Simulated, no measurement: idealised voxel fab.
Title: Process Module voxel wiring stack
It is cross-section cut that appears here, measuring 210 nm in width, its square cells being 5 nm in size.
Notation: cross-section as square-cell grid; stated in bands, top first, going down; one or more cell rows per band.
This entry defines a band. It first specifies the height of the band's top and the height of its bottom in nm, and then specifies the band's materials from left to right, stating each material with its width in nm. The word "everywhere" identifies a single material that fills the band from edge to edge, while the word "air" identifies empty space.
Heights are expressed relative to 0, this being the level below which the as-received wafer comprises one material exclusively. The lowest band is unbounded in the downward direction and is denoted as in "0 nm and below".
Note: "30 to 40" means the width goes from the first number (top row of the band) to the second number (bottom row) in equal steps per row of cells.
"all unchanged" (step): cross-section cells unchanged, all of them.
"Sealed cavities" - sealed voids, min. 8 cells, no opening to top; format: width x height at distance (distance from left edge; nm throughout).
If you see something after the settings on a step's line, that's the simulator's own remark about that step.
Each step line may optionally specify "overlay nm", which for a step with a mask gives the rightward distance between the mask's planned place and where it lay, a negative value indicating the leftward direction.
Process steps - plan
step 1: RECEIVE | material Si
step 2: CONFORMAL_DEP | material SiO2 | thk nm 10
step 3: DIRECTIONAL_DEP | material TiN | thk nm 5
step 4: DIRECTIONAL_DEP | material Ru | thk nm 25
step 5: DIRECTIONAL_DEP | material aC | thk nm 10
step 6: PATTERN | tone cover | mask id METAL_1 | material resist | width nm 25 | pitch nm 40 | thk nm 25 | overlay nm -15
step 7: DIRECTIONAL_ETCH | etch materials aC | depth nm 10
step 8: STRIP | etch materials resist
step 9: DIRECTIONAL_ETCH | etch materials Ru | depth nm 25
step 10: DIRECTIONAL_ETCH | etch materials TiN | depth nm 5
step 11: STRIP | etch materials aC
step 12: FILL_DEP | material SiO2 | thk nm 5
step 13: CMP | height nm 40
step 14: CONFORMAL_DEP | material SiCN | thk nm 5
step 15: DIRECTIONAL_DEP | material SiO2 | thk nm 15
step 16: MASKED_ETCH | tone open | mask id PLUG_1 | width nm 15 | pitch nm 40 | etch materials SiO2 | depth nm 15 | overlay nm 0
step 17: MASKED_ETCH | tone open | mask id PLUG_1 | width nm 15 | pitch nm 40 | etch materials SiCN | depth nm 5 | overlay nm 0
step 18: CONFORMAL_DEP | material TiN | thk nm 5
step 19: FILL_DEP | material Ru | thk nm 10
step 20: CMP | height nm 60
step 21: CONFORMAL_DEP | material SiN | thk nm 5
step 22: DIRECTIONAL_DEP | material lowk | thk nm 15
step 23: DIRECTIONAL_DEP | material aC | thk nm 10
step 24: PATTERN | tone open | mask id METAL_2 | material resist | width nm 25 | pitch nm 40 | thk nm 30 | overlay nm 0
step 25: DIRECTIONAL_ETCH | etch materials aC | depth nm 10
step 26: STRIP | etch materials resist
step 27: DIRECTIONAL_ETCH | etch materials lowk | depth nm 15
step 28: DIRECTIONAL_ETCH | etch materials SiN | depth nm 5
step 29: STRIP | etch materials aC
step 30: CONFORMAL_DEP | material TiN | thk nm 5
step 31: FILL_DEP | material Cu | thk nm 5
step 32: CMP | height nm 80
step 33: CONFORMAL_DEP | material SiCN | thk nm 5
step 34: DIRECTIONAL_DEP | material SiO2 | thk nm 30
step 35: MASKED_ETCH | tone open | mask id METAL_3_HOLES | width nm 15 | pitch nm 80 | etch materials SiO2 | depth nm 30 | overlay nm 0
step 36: DIRECTIONAL_DEP | material aC | thk nm 15
step 37: PATTERN | tone open | mask id METAL_3 | material resist | width nm 25 | pitch nm 40 | thk nm 30 | overlay nm 0
step 38: DIRECTIONAL_ETCH | etch materials aC | depth nm 15
step 39: STRIP | etch materials resist
step 40: DIRECTIONAL_ETCH | etch materials SiO2 | depth nm 20
step 41: DIRECTIONAL_ETCH | etch materials SiCN | depth nm 5
step 42: STRIP | etch materials aC
step 43: CONFORMAL_DEP | material TiN | thk nm 5
step 44: FILL_DEP | material Cu | thk nm 10
step 45: CMP | height nm 115
step 46: CONFORMAL_DEP | material SiN | thk nm 5
Where the wafers of this document differ is in the overlay nm of step 6; they start out the same, and the plan states the value that applied to the first wafer.
Cross-sectional view of the first of several wafers in the as-received condition, corresponding to the state following step 1
* 0 nm and below | Si everywhere
* Sealed cavities: none
Take any row and you have a wafer at the end of the module: how many cells of each material it has gained (+) or lost (-) since it was received, and then its closed voids
overlay nm -15, +78 Cu, +112 Ru, +66 SiCN, +64 SiN, +466 SiO2, +156 TiN, +66 lowk, Sealed cavities: none
overlay nm -10, +78 Cu, +112 Ru, +66 SiCN, +64 SiN, +466 SiO2, +156 TiN, +66 lowk, Sealed cavities: none
overlay nm -5, +78 Cu, +112 Ru, +66 SiCN, +64 SiN, +466 SiO2, +156 TiN, +66 lowk, Sealed cavities: none
overlay nm 0, +78 Cu, +112 Ru, +66 SiCN, +64 SiN, +466 SiO2, +156 TiN, +66 lowk, Sealed cavities: none
overlay nm 5, +78 Cu, +112 Ru, +66 SiCN, +64 SiN, +466 SiO2, +156 TiN, +66 lowk, Sealed cavities: none
overlay nm 10, +78 Cu, +112 Ru, +66 SiCN, +64 SiN, +466 SiO2, +156 TiN, +66 lowk, Sealed cavities: none
overlay nm 15, +78 Cu, +112 Ru, +66 SiCN, +64 SiN, +466 SiO2, +156 TiN, +66 lowk, Sealed cavities: none
